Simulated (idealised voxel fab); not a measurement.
A process module follows: voxel quadruple lines.
Square cell edge 5 nm, section width 185 nm, ID cut.
A cross-section is written here as square cells arranged in a grid, and it is given in bands from the top down, each band taking up one or more rows of cells. Heads up on the band format: heights come first, top then bottom, in nm. After that it's the materials left to right, each with its width in nm. A single material flagged "full width" fills the whole band edge to edge, and "blank" means there's empty space there. For the purposes of this specification, 0 denotes the height below which the wafer in its as-received condition is composed wholly of one material, and the lowermost band, lacking a lower limit, extends downward without end, as expressed in "0..down". A two-number width, for instance "30->40", indicates that the width is equal to the first number in the top row of the band and to the second number in the bottom row, and that it changes by a constant amount per row of cells. "changes: none" after a step means that no cell of the cross-section changed. Any empty space of 8 cells or more lacking an open way to the top shows up in "Enclosed void entries" as width x height at distance, distance from the left edge, in nm. Note: text after step settings on the step line = simulator remark on that step. "overlay nm" denotes, for a step that has a mask, the displacement of the mask to the right of its planned place, with negative values corresponding to the left.

The process steps that were planned are listed below:
- 1: RECEIVE, material Si
- 2: CONFORMAL_DEP, material Al2O3, thk nm 10
- 3: DIRECTIONAL_DEP, material Ru, thk nm 10
- 4: DIRECTIONAL_DEP, material polySi, thk nm 20
- 5: DIRECTIONAL_DEP, material aC, thk nm 20
- 6: PATTERN, tone cover, mask id MANDREL, material resist, width nm 25, pitch nm 80, thk nm 30, overlay nm 0
- 7: DIRECTIONAL_ETCH, etch materials aC, depth nm 20
- 8: STRIP, etch materials resist
- 9: CONFORMAL_DEP, material SiO2, thk nm 15
- 10: DIRECTIONAL_ETCH, etch materials SiO2, depth nm 15
- 11: STRIP, etch materials aC
- 12: DIRECTIONAL_ETCH, etch materials polySi, depth nm 20
- 13: STRIP, etch materials SiO2
- 14: CONFORMAL_DEP, material SiN, thk nm 5
- 15: DIRECTIONAL_ETCH, etch materials SiN, depth nm 5
- 16: STRIP, etch materials polySi
- 17: DIRECTIONAL_ETCH, etch materials Ru, depth nm 10
- 18: STRIP, etch materials SiN

First out of two wafers; run went to plan:

Cross-section of the wafer at receipt, which is the condition after step 1:
    0..down  Si full width
    Enclosed void entries: none

Take a look at the wafer's cross-section after step 2:
    10..0  Al2O3 full width
    Everything under 0 stays put, no change at all.

Take a look at the wafer's cross-section after step 3:
    20..10  Ru full width
    Everything under 10 stays put, no change at all.

Take a look at the wafer's cross-section after step 4:
    40..20  polySi full width
    Everything under 20 stays put, no change at all.

Take a look at the wafer's cross-section after step 5:
    60..40  aC full width
    Everything under 40 stays put, no change at all.

Take a look at the wafer's cross-section after step 6:
    90..60  blank (40), resist (25), blank (55), resist (25), blank (40)
    Everything under 60 stays put, no change at all.

Take a look at the wafer's cross-section after step 7:
    70..60  blank (40), resist (25), blank (55), resist (25), blank (40)
    60..40  blank (40), aC (25), blank (55), aC (25), blank (40)
    Everything under 40 stays put, no change at all.

Take a look at the wafer's cross-section after step 8:
    60..40  blank (40), aC (25), blank (55), aC (25), blank (40)
    Everything under 40 stays put, no change at all.

Take a look at the wafer's cross-section after step 9:
    75..60  blank (25), SiO2 (55), blank (25), SiO2 (55), blank (25)
    60..55  blank (25), SiO2 (15), aC (25), SiO2 (15), blank (25), SiO2 (15), aC (25), SiO2 (15), blank (25)
    55..40  SiO2 (40), aC (25), SiO2 (55), aC (25), SiO2 (40)
    Everything under 40 stays put, no change at all.

Take a look at the wafer's cross-section after step 10:
    60..40  blank (25), SiO2 (15), aC (25), SiO2 (15), blank (25), SiO2 (15), aC (25), SiO2 (15), blank (25)
    Everything under 40 stays put, no change at all.

Take a look at the wafer's cross-section after step 11:
    60..40  blank (25), SiO2 (15), blank (25), SiO2 (15), blank (25), SiO2 (15), blank (25), SiO2 (15), blank (25)
    Everything under 40 stays put, no change at all.

Take a look at the wafer's cross-section after step 12:
    60..40  blank (25), SiO2 (15), blank (25), SiO2 (15), blank (25), SiO2 (15), blank (25), SiO2 (15), blank (25)
    40..20  blank (25), polySi (15), blank (25), polySi (15), blank (25), polySi (15), blank (25), polySi (15), blank (25)
    Everything under 20 stays put, no change at all.

Take a look at the wafer's cross-section after step 13:
    40..20  blank (25), polySi (15), blank (25), polySi (15), blank (25), polySi (15), blank (25), polySi (15), blank (25)
    Everything under 20 stays put, no change at all.

Take a look at the wafer's cross-section after step 14:
    45..40  blank (20), SiN (25), blank (15), SiN (25), blank (15), SiN (25), blank (15), SiN (25), blank (20)
    40..25  blank (20), SiN (5), polySi (15), SiN (5), blank (15), SiN (5), polySi (15), SiN (5), blank (15), SiN (5), polySi (15), SiN (5), blank (15), SiN (5), polySi (15), SiN (5), blank (20)
    25..20  SiN (25), polySi (15), SiN (25), polySi (15), SiN (25), polySi (15), SiN (25), polySi (15), SiN (25)
    Everything under 20 stays put, no change at all.

Take a look at the wafer's cross-section after step 15:
    40..20  blank (20), SiN (5), polySi (15), SiN (5), blank (15), SiN (5), polySi (15), SiN (5), blank (15), SiN (5), polySi (15), SiN (5), blank (15), SiN (5), polySi (15), SiN (5), blank (20)
    Everything under 20 stays put, no change at all.

Take a look at the wafer's cross-section after step 16:
    40..20  blank (20), SiN (5), blank (15), SiN (5), blank (15), SiN (5), blank (15), SiN (5), blank (15), SiN (5), blank (15), SiN (5), blank (15), SiN (5), blank (15), SiN (5), blank (20)
    Everything under 20 stays put, no change at all.

Take a look at the wafer's cross-section after step 17:
    40..20  blank (20), SiN (5), blank (15), SiN (5), blank (15), SiN (5), blank (15), SiN (5), blank (15), SiN (5), blank (15), SiN (5), blank (15), SiN (5), blank (15), SiN (5), blank (20)
    20..10  blank (20), Ru (5), blank (15), Ru (5), blank (15), Ru (5), blank (15), Ru (5), blank (15), Ru (5), blank (15), Ru (5), blank (15), Ru (5), blank (15), Ru (5), blank (20)
    Everything under 10 stays put, no change at all.

Take a look at the wafer's cross-section after step 18:
    20..10  blank (20), Ru (5), blank (15), Ru (5), blank (15), Ru (5), blank (15), Ru (5), blank (15), Ru (5), blank (15), Ru (5), blank (15), Ru (5), blank (15), Ru (5), blank (20)
    Everything under 10 stays put, no change at all.

The remaining wafer, second of the two, started like the first and was run to the same plan, except that one mistake was made along the way; the two coincide through step 13, inclusive:

The second wafer cut through, at the time step 14 was supposed to be finished:
    45..40  blank (20), SiO2 (25), blank (15), SiO2 (25), blank (15), SiO2 (25), blank (15), SiO2 (25), blank (20)
    40..25  blank (20), SiO2 (5), polySi (15), SiO2 (5), blank (15), SiO2 (5), polySi (15), SiO2 (5), blank (15), SiO2 (5), polySi (15), SiO2 (5), blank (15), SiO2 (5), polySi (15), SiO2 (5), blank (20)
    25..20  SiO2 (25), polySi (15), SiO2 (25), polySi (15), SiO2 (25), polySi (15), SiO2 (25), polySi (15), SiO2 (25)
    Everything under 20 stays put, no change at all.

The second wafer cut through, at the time step 15 was supposed to be finished: changes: none

The second wafer cut through, at the time step 16 was supposed to be finished: changes: none

The second wafer cut through, at the time step 17 was supposed to be finished: changes: none

The second wafer cut through, at the time step 18 was supposed to be finished: changes: none
Short version of what went wrong: so step 14 ended up running with a different setting than we planned, it ran as CONFORMAL_DEP, material SiO2, thk nm 5
The second wafer ends with more or fewer cells of some materials than the first, per final count: +58 Ru | +69 SiO2 | +48 polySi
